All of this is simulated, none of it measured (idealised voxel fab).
Documented hereafter: the process module known as voxel wiring stack.
Displayed cross-section: cut, width of 225 nm, square cells sized 5 nm.
How to read a cross-section here: the picture is a grid of square cells, written as bands going from the top down, and any band can span one or more rows of cells.
What a band's entry tells you: where the top is and where the bottom is, as heights in nm, and after that what lies inside, material by material from left to right, each with its width in nm. Empty space is written as the word "air", and a single material marked with the word "edge to edge" occupies the band from edge to edge.
The reference from which all heights are counted is 0, the level beneath which the as-received wafer is entirely one material; the lowest band, having no lower bound, proceeds downward and is written after the example "0..down".
Per-row width for "30..40": begins at first number (top row of band), ends at second number (bottom row), increment between rows held constant.
A step reported as "all unchanged" is a step in which no cell of the cross-section changed.
This entry, "Closed void roster", enumerates those empty regions of no fewer than 8 cells that possess no open connection to the top. Each region is reported in the form width x height at distance, the distance being taken from the left edge, with all three quantities expressed in nm.
Text after the settings on a step's line: the simulator's own remark on that step.
If you see "overlay nm" on a step's line and that step has a mask, it's telling you how far right of where it was planned the mask ended up; a negative number means it went left instead.

[The process steps that were planned are listed below]
1) RECEIVE [material Si]
2) CONFORMAL_DEP [material SiO2] [thk nm 10]
3) CONFORMAL_DEP [material SiCN] [thk nm 5]
4) DIRECTIONAL_DEP [material SiO2] [thk nm 15]
5) DIRECTIONAL_DEP [material aC] [thk nm 15]
6) PATTERN [tone open] [mask id METAL_1] [material resist] [width nm 25] [pitch nm 50] [thk nm 30] [overlay nm 0]
7) DIRECTIONAL_ETCH [etch materials aC] [depth nm 15]
8) STRIP [etch materials resist]
9) DIRECTIONAL_ETCH [etch materials SiO2] [depth nm 15]
10) DIRECTIONAL_ETCH [etch materials SiCN] [depth nm 5]
11) STRIP [etch materials aC]
12) CONFORMAL_DEP [material TiN] [thk nm 5]
13) FILL_DEP [material Cu] [thk nm 10]
14) CMP [height nm 30]
15) CONFORMAL_DEP [material SiCN] [thk nm 5]
16) DIRECTIONAL_DEP [material lowk] [thk nm 15]
17) MASKED_ETCH [tone open] [mask id PLUG_1] [width nm 15] [pitch nm 50] [etch materials lowk] [depth nm 15] [overlay nm 0]
18) MASKED_ETCH [tone open] [mask id PLUG_1] [width nm 15] [pitch nm 50] [etch materials SiCN] [depth nm 5] [overlay nm 0]
19) CONFORMAL_DEP [material TiN] [thk nm 5]
20) FILL_DEP [material Ru] [thk nm 10]
21) CMP [height nm 50]
22) DIRECTIONAL_DEP [material TiN] [thk nm 5]
23) DIRECTIONAL_DEP [material W] [thk nm 15]
24) PATTERN [tone cover] [mask id METAL_2] [material resist] [width nm 25] [pitch nm 50] [thk nm 20] [overlay nm 0]
25) DIRECTIONAL_ETCH [etch materials W] [depth nm 15]
26) DIRECTIONAL_ETCH [etch materials TiN] [depth nm 5]
27) STRIP [etch materials resist]
28) CONFORMAL_DEP [material SiN] [thk nm 5]
29) FILL_DEP [material lowk] [thk nm 5]
30) CMP [height nm 70]
31) CONFORMAL_DEP [material SiCN] [thk nm 5]

[So this is the incoming wafer in cross-section - it's already been through step 1]
  0..down = Si edge to edge
  Closed void roster: none

[Here's the wafer cut in cross-section after the module, started and planned just like above, except one thing was done wrong in the run]
  75..70 = SiCN edge to edge
  70..55 = W 75  SiN 5  lowk 15  SiN 5  W 25  SiN 5  lowk 15  SiN 5  W 75
  55..50 = TiN 75  SiN 25  TiN 25  SiN 25  TiN 75
  50..35 = lowk 75  TiN 5  Ru 5  TiN 5  lowk 35  TiN 5  Ru 5  TiN 5  lowk 85
  35..30 = SiCN 75  TiN 15  SiCN 35  TiN 15  SiCN 85
  30..15 = SiO2 75  TiN 5  Cu 15  TiN 5  SiO2 25  TiN 5  Cu 15  TiN 5  SiO2 75
  15..10 = SiCN 75  TiN 25  SiCN 25  TiN 25  SiCN 75
  10..0 = SiO2 edge to edge
  0..down = Si edge to edge
  Closed void roster: none
It is concluded that the wafer was processed incorrectly with respect to the plan, in that in deviation from the planned setting, step 24 was conducted as PATTERN [tone open] [mask id METAL_2] [material resist] [width nm 25] [pitch nm 50] [thk nm 20] [overlay nm 0]
